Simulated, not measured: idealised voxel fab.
Process module in this document: voxel self aligned contacts
160 nm wide, 5 nm square cells: that's cross-section cut.
Each cross-section below is a grid of square cells, stated as bands in top-down order, with one or more rows of cells making up each band.
In this notation a band is specified by the heights of its top and bottom, in that order and in nm, after which its materials appear from left to right, each paired with its width in nm. The word "edge to edge" attached to a single material means that material fills the band from edge to edge; the word "blank" stands for empty space.
Beneath 0, the wafer as received is one material, and that level is where height counting begins. The lowest band goes on downward without a bottom; it is written like "top 0, no bottom".
Quick explanation for "30->40": the width changes in equal steps down the rows of cells, from the first number in the band's top row to the second number in its bottom row.
Any step labelled "nothing altered" changed none of the cells in the cross-section.
Heads up: "Enclosed void inventory" only lists the empty pockets with no open path to the top that are 8 cells or more, and it writes them as width x height at distance, distance from the left edge, in nm.
Anything after a step's settings on that line? It's the simulator's own note about the step.
Among the settings permitted on a step's line is "overlay nm"; applied to a step with a mask, it specifies the extent to which the mask lay to the right of its planned position, whereas a negative figure signifies a position to the left.
This section lists the process steps that were planned
step 1: RECEIVE [material Si]
step 2: CONFORMAL_DEP [material SiO2] [thk nm 5]
step 3: DIRECTIONAL_DEP [material polySi] [thk nm 20]
step 4: DIRECTIONAL_DEP [material SiN] [thk nm 25]
step 5: MASKED_ETCH [tone cover] [mask id GATE] [width nm 25] [pitch nm 60] [etch materials SiN] [depth nm 25] [overlay nm 0]
step 6: MASKED_ETCH [tone cover] [mask id GATE] [width nm 25] [pitch nm 60] [etch materials polySi] [depth nm 20] [overlay nm 0]
step 7: CONFORMAL_DEP [material SiN] [thk nm 10]
step 8: DIRECTIONAL_ETCH [etch materials SiN] [depth nm 10]
step 9: FILL_DEP [material SiO2] [thk nm 20]
step 10: CMP [height nm 60]
step 11: MASKED_ETCH [tone open] [mask id CONTACT] [width nm 45] [etch materials SiO2] [depth nm 60] [overlay nm 0]
step 12: CONFORMAL_DEP [material TiN] [thk nm 5]
step 13: FILL_DEP [material Ru] [thk nm 10]
step 14: CMP [height nm 60]
step 15: CONFORMAL_DEP [material SiCN] [thk nm 5]
So, the first of our two wafers, run just as we planned it
Cross-section, incoming material, after step 1
> top 0, no bottom: Si edge to edge
> Enclosed void inventory: none
Cross-sectional representation of the wafer at the conclusion of step 2
> top 5, bottom 0: SiO2 edge to edge
> Whatever lies below 0 is exactly as it was before.
Cross-sectional representation of the wafer at the conclusion of step 3
> top 25, bottom 5: polySi edge to edge
> Whatever lies below 5 is exactly as it was before.
Cross-sectional representation of the wafer at the conclusion of step 4
> top 50, bottom 25: SiN edge to edge
> Whatever lies below 25 is exactly as it was before.
Cross-sectional representation of the wafer at the conclusion of step 5
> top 50, bottom 25: blank 35 nm, then SiN 25 nm, then blank 35 nm, then SiN 25 nm, then blank 40 nm
> Whatever lies below 25 is exactly as it was before.
Cross-sectional representation of the wafer at the conclusion of step 6
> top 50, bottom 25: blank 35 nm, then SiN 25 nm, then blank 35 nm, then SiN 25 nm, then blank 40 nm
> top 25, bottom 5: blank 35 nm, then polySi 25 nm, then blank 35 nm, then polySi 25 nm, then blank 40 nm
> Whatever lies below 5 is exactly as it was before.
Cross-sectional representation of the wafer at the conclusion of step 7
> top 60, bottom 25: blank 25 nm, then SiN 45 nm, then blank 15 nm, then SiN 45 nm, then blank 30 nm
> top 25, bottom 15: blank 25 nm, then SiN 10 nm, then polySi 25 nm, then SiN 10 nm, then blank 15 nm, then SiN 10 nm, then polySi 25 nm, then SiN 10 nm, then blank 30 nm
> top 15, bottom 5: SiN 35 nm, then polySi 25 nm, then SiN 35 nm, then polySi 25 nm, then SiN 40 nm
> Whatever lies below 5 is exactly as it was before.
Cross-sectional representation of the wafer at the conclusion of step 8
> top 50, bottom 25: blank 25 nm, then SiN 45 nm, then blank 15 nm, then SiN 45 nm, then blank 30 nm
> top 25, bottom 5: blank 25 nm, then SiN 10 nm, then polySi 25 nm, then SiN 10 nm, then blank 15 nm, then SiN 10 nm, then polySi 25 nm, then SiN 10 nm, then blank 30 nm
> Whatever lies below 5 is exactly as it was before.
Cross-sectional representation of the wafer at the conclusion of step 9
> top 70, bottom 50: SiO2 edge to edge
> top 50, bottom 25: SiO2 25 nm, then SiN 45 nm, then SiO2 15 nm, then SiN 45 nm, then SiO2 30 nm
> top 25, bottom 5: SiO2 25 nm, then SiN 10 nm, then polySi 25 nm, then SiN 10 nm, then SiO2 15 nm, then SiN 10 nm, then polySi 25 nm, then SiN 10 nm, then SiO2 30 nm
> Whatever lies below 5 is exactly as it was before.
Cross-sectional representation of the wafer at the conclusion of step 10
> top 60, bottom 50: SiO2 edge to edge
> Whatever lies below 50 is exactly as it was before.
Cross-sectional representation of the wafer at the conclusion of step 11
> top 60, bottom 50: SiO2 55 nm, then blank 45 nm, then SiO2 60 nm
> top 50, bottom 25: SiO2 25 nm, then SiN 45 nm, then blank 15 nm, then SiN 45 nm, then SiO2 30 nm
> top 25, bottom 5: SiO2 25 nm, then SiN 10 nm, then polySi 25 nm, then SiN 10 nm, then blank 15 nm, then SiN 10 nm, then polySi 25 nm, then SiN 10 nm, then SiO2 30 nm
> top 5, bottom 0: SiO2 70 nm, then blank 15 nm, then SiO2 75 nm
> Whatever lies below 0 is exactly as it was before.
Cross-sectional representation of the wafer at the conclusion of step 12
> top 65, bottom 60: TiN 60 nm, then blank 35 nm, then TiN 65 nm
> top 60, bottom 50: SiO2 55 nm, then TiN 5->20 nm, then blank 35->5 nm, then TiN 5->20 nm, then SiO2 60 nm
> top 50, bottom 25: SiO2 25 nm, then SiN 45 nm, then TiN 5 nm, then blank 5 nm, then TiN 5 nm, then SiN 45 nm, then SiO2 30 nm
> top 25, bottom 5: SiO2 25 nm, then SiN 10 nm, then polySi 25 nm, then SiN 10 nm, then TiN 5 nm, then blank 5 nm, then TiN 5 nm, then SiN 10 nm, then polySi 25 nm, then SiN 10 nm, then SiO2 30 nm
> top 5, bottom 0: SiO2 70 nm, then TiN 15 nm, then SiO2 75 nm
> Whatever lies below 0 is exactly as it was before.
Cross-sectional representation of the wafer at the conclusion of step 13
> top 75, bottom 65: Ru edge to edge
> top 65, bottom 60: TiN 60 nm, then Ru 35 nm, then TiN 65 nm
> top 60, bottom 50: SiO2 55 nm, then TiN 5->20 nm, then Ru 35->5 nm, then TiN 5->20 nm, then SiO2 60 nm
> top 50, bottom 25: SiO2 25 nm, then SiN 45 nm, then TiN 5 nm, then Ru 5 nm, then TiN 5 nm, then SiN 45 nm, then SiO2 30 nm
> top 25, bottom 5: SiO2 25 nm, then SiN 10 nm, then polySi 25 nm, then SiN 10 nm, then TiN 5 nm, then Ru 5 nm, then TiN 5 nm, then SiN 10 nm, then polySi 25 nm, then SiN 10 nm, then SiO2 30 nm
> Whatever lies below 5 is exactly as it was before.
Cross-sectional representation of the wafer at the conclusion of step 14
> top 60, bottom 50: SiO2 55 nm, then TiN 5->20 nm, then Ru 35->5 nm, then TiN 5->20 nm, then SiO2 60 nm
> Whatever lies below 50 is exactly as it was before.
Cross-sectional representation of the wafer at the conclusion of step 15
> top 65, bottom 60: SiCN edge to edge
> Whatever lies below 60 is exactly as it was before.
Wafer two. Same start, same plan, one slip in execution. Same as wafer one through step 1, inclusive
Cross-section of the second wafer corresponding to the planned conclusion of step 2
> top 20, bottom 0: polySi edge to edge
> Whatever lies below 0 is exactly as it was before.
Cross-section of the second wafer corresponding to the planned conclusion of step 3
> top 25, bottom 20: SiO2 edge to edge
> Whatever lies below 20 is exactly as it was before.
Cross-section of the second wafer corresponding to the planned conclusion of step 4
> top 50, bottom 25: SiN edge to edge
> Whatever lies below 25 is exactly as it was before.
Cross-section of the second wafer corresponding to the planned conclusion of step 5
> top 50, bottom 25: blank 35 nm, then SiN 25 nm, then blank 35 nm, then SiN 25 nm, then blank 40 nm
> Whatever lies below 25 is exactly as it was before.
Cross-section of the second wafer corresponding to the planned conclusion of step 6: nothing altered
Cross-section of the second wafer corresponding to the planned conclusion of step 7
> top 60, bottom 35: blank 25 nm, then SiN 45 nm, then blank 15 nm, then SiN 45 nm, then blank 30 nm
> top 35, bottom 25: SiN edge to edge
> Whatever lies below 25 is exactly as it was before.
Cross-section of the second wafer corresponding to the planned conclusion of step 8
> top 50, bottom 25: blank 25 nm, then SiN 45 nm, then blank 15 nm, then SiN 45 nm, then blank 30 nm
> Whatever lies below 25 is exactly as it was before.
Cross-section of the second wafer corresponding to the planned conclusion of step 9
> top 70, bottom 50: SiO2 edge to edge
> top 50, bottom 25: SiO2 25 nm, then SiN 45 nm, then SiO2 15 nm, then SiN 45 nm, then SiO2 30 nm
> Whatever lies below 25 is exactly as it was before.
Cross-section of the second wafer corresponding to the planned conclusion of step 10
> top 60, bottom 50: SiO2 edge to edge
> Whatever lies below 50 is exactly as it was before.
Cross-section of the second wafer corresponding to the planned conclusion of step 11
> top 60, bottom 50: SiO2 55 nm, then blank 45 nm, then SiO2 60 nm
> top 50, bottom 25: SiO2 25 nm, then SiN 45 nm, then blank 15 nm, then SiN 45 nm, then SiO2 30 nm
> top 25, bottom 20: SiO2 70 nm, then blank 15 nm, then SiO2 75 nm
> Whatever lies below 20 is exactly as it was before.
Cross-section of the second wafer corresponding to the planned conclusion of step 12
> top 65, bottom 60: TiN 60 nm, then blank 35 nm, then TiN 65 nm
> top 60, bottom 50: SiO2 55 nm, then TiN 5->20 nm, then blank 35->5 nm, then TiN 5->20 nm, then SiO2 60 nm
> top 50, bottom 25: SiO2 25 nm, then SiN 45 nm, then TiN 5 nm, then blank 5 nm, then TiN 5 nm, then SiN 45 nm, then SiO2 30 nm
> top 25, bottom 20: SiO2 70 nm, then TiN 15 nm, then SiO2 75 nm
> Whatever lies below 20 is exactly as it was before.
Cross-section of the second wafer corresponding to the planned conclusion of step 13
> top 75, bottom 65: Ru edge to edge
> top 65, bottom 60: TiN 60 nm, then Ru 35 nm, then TiN 65 nm
> top 60, bottom 50: SiO2 55 nm, then TiN 5->20 nm, then Ru 35->5 nm, then TiN 5->20 nm, then SiO2 60 nm
> top 50, bottom 25: SiO2 25 nm, then SiN 45 nm, then TiN 5 nm, then Ru 5 nm, then TiN 5 nm, then SiN 45 nm, then SiO2 30 nm
> Whatever lies below 25 is exactly as it was before.
Cross-section of the second wafer corresponding to the planned conclusion of step 14
> top 60, bottom 50: SiO2 55 nm, then TiN 5->20 nm, then Ru 35->5 nm, then TiN 5->20 nm, then SiO2 60 nm
> Whatever lies below 50 is exactly as it was before.
Cross-section of the second wafer corresponding to the planned conclusion of step 15
> top 65, bottom 60: SiCN edge to edge
> Whatever lies below 60 is exactly as it was before.
Nonconformance to the process plan: steps 2 and 3 swapped
Count the cells at the end and the second wafer has more or fewer of some materials than the first: 4 fewer of Ru; 32 fewer of SiN; 44 fewer of SiO2; 8 fewer of TiN; 88 more of polySi
